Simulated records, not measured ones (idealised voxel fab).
process module | voxel self aligned contacts
cross-section cut | 245 nm wide | cells 5 nm
A cross-section is a grid of square cells, given in bands from the top down. A band is one or more rows of cells.
Each band's line starts with the height of the band's top and of its bottom, in nm. Then come its materials from left to right, each with its width in nm. One material with "throughout" fills the band from edge to edge. "air" is empty space.
Height 0 is the level under which the wafer as received is all one material. The lowest band goes on downwards, as in "0 down".
A width such as "30 to 40" changes by the same amount from each row of cells to the next, from the band's top row to its bottom row.
"no change" after a step means that no cell of the cross-section changed.
closed voids: empty space of 8 cells or more with no open way to the top, each as width x height at its distance from the left edge, in nm
after a step's settings: what the simulator itself notes on the step
overlay nm, on a step with a mask: how far to the right of its planned place the mask lay; to the left if negative
plan
1 op RECEIVE | material Si
2 op OXIDIZE | depth nm 5
3 op DIRECTIONAL_DEP | material polySi | thk nm 30
4 op DIRECTIONAL_DEP | material SiN | thk nm 20
5 op DIRECTIONAL_DEP | material aC | thk nm 10
6 op PATTERN | tone cover | mask id GATE | material resist | width nm 35 | pitch nm 80 | thk nm 30 | overlay nm 0
7 op DIRECTIONAL_ETCH | etch materials aC | depth nm 10
8 op STRIP | etch materials resist
9 op DIRECTIONAL_ETCH | etch materials SiN | depth nm 20
10 op DIRECTIONAL_ETCH | etch materials polySi | depth nm 30
11 op STRIP | etch materials aC
12 op CONFORMAL_DEP | material SiN | thk nm 10
13 op DIRECTIONAL_ETCH | etch materials SiN | depth nm 10
14 op FILL_DEP | material SiO2 | thk nm 10
15 op CMP | height nm 55
16 op MASKED_ETCH | tone open | mask id CONTACT | width nm 55 | etch materials SiO2 | depth nm 60 | overlay nm 0
17 op CONFORMAL_DEP | material TiN | thk nm 5
18 op FILL_DEP | material Ru | thk nm 5
19 op CMP | height nm 55
20 op CONFORMAL_DEP | material SiN | thk nm 5
as received, after step 1
  0 down: Si throughout
  closed voids: none
a wafer at the end: this start, this plan, one mistake
  60 to 55: SiN throughout
  55 to 50: SiO2 95 | TiN 20 | aC 15 | TiN 20 | SiO2 95
  50 to 30: SiO2 55 | SiN 55 | TiN 5 | aC 15 | TiN 5 | SiN 55 | SiO2 55
  30 to 0: SiO2 55 | SiN 10 | polySi 35 | SiN 10 | TiN 5 | aC 15 | TiN 5 | SiN 10 | polySi 35 | SiN 10 | SiO2 55
  0 to -5: SiO2 110 | TiN 25 | SiO2 110
  -5 down: Si throughout
  closed voids: none
what went wrong: step 18 ran as: op FILL_DEP | material aC | thk nm 5
